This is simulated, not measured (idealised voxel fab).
voxel plated lines: a process module
Square cell edge 5 nm, section width 215 nm, ID cut.
If you're reading a cross-section in this doc, picture square cells in a grid; it comes to you as bands, top ones listed first down to the bottom, and a band can be one or more rows of cells. Quick guide to a band line: top height, bottom height (nm) up front; then every material left to right with its width in nm. Only one material and it's marked "edge to edge"? Then it fills the band edge to edge. And "air" just means empty space. Basically, 0 is our baseline, since under it the wafer straight out of the box is all one material. The bottom band has no lower end and keeps on going down, so it looks like "top 0, no bottom". Note: "30 to 40" means the width goes from the first number (top row of the band) to the second number (bottom row) in equal steps per row of cells. "remains unaltered", as given for a step, is the statement that not any cell of the cross-section underwent a change during that step. "Sealed void inventory" contains a list of empty spaces, each no smaller than 8 cells and without an open way to the top, written in the form width x height at distance with the distance from the left edge and all three in nm. Note: text after step settings on the step line = simulator remark on that step. Steps that use a mask can have "overlay nm" on their line. It says how far the mask sat to the right of where it was meant to be. Negative means to the left.

# Process steps foreseen in the plan
- 1: RECEIVE | material Si
- 2: CONFORMAL_DEP | material SiN | thk nm 15
- 3: DIRECTIONAL_DEP | material TiN | thk nm 5
- 4: PATTERN | tone open | mask id LINES | material resist | width nm 25 | pitch nm 55 | thk nm 30 | overlay nm 0
- 5: EPI | material Ru | thk nm 5
- 6: EPI | material Ru | thk nm 5
- 7: STRIP | etch materials resist
- 8: DIRECTIONAL_ETCH | etch materials TiN | depth nm 5
- 9: CONFORMAL_DEP | material SiO2 | thk nm 5

# Cross-sectional view of the wafer in its as-received condition, corresponding to the state after step 1
> top 0, no bottom | Si edge to edge
> Sealed void inventory: none

# Cross-sectional result after module completion. Note: starting condition and plan are unchanged from above; one processing mistake was made
> top 35, bottom 30 | 35 air / 35 SiN / 20 air / 35 SiN / 20 air / 35 SiN / 35 air
> top 30, bottom 20 | 35 air / 5 SiN / 25 Ru / 5 SiN / 20 air / 5 SiN / 25 Ru / 5 SiN / 20 air / 5 SiN / 25 Ru / 5 SiN / 35 air
> top 20, bottom 15 | 40 SiN / 25 TiN / 30 SiN / 25 TiN / 30 SiN / 25 TiN / 40 SiN
> top 15, bottom 0 | SiN edge to edge
> top 0, no bottom | Si edge to edge
> Sealed void inventory: none
Deviation from plan: step 9 did not use the planned setting and instead ran as CONFORMAL_DEP | material SiN | thk nm 5
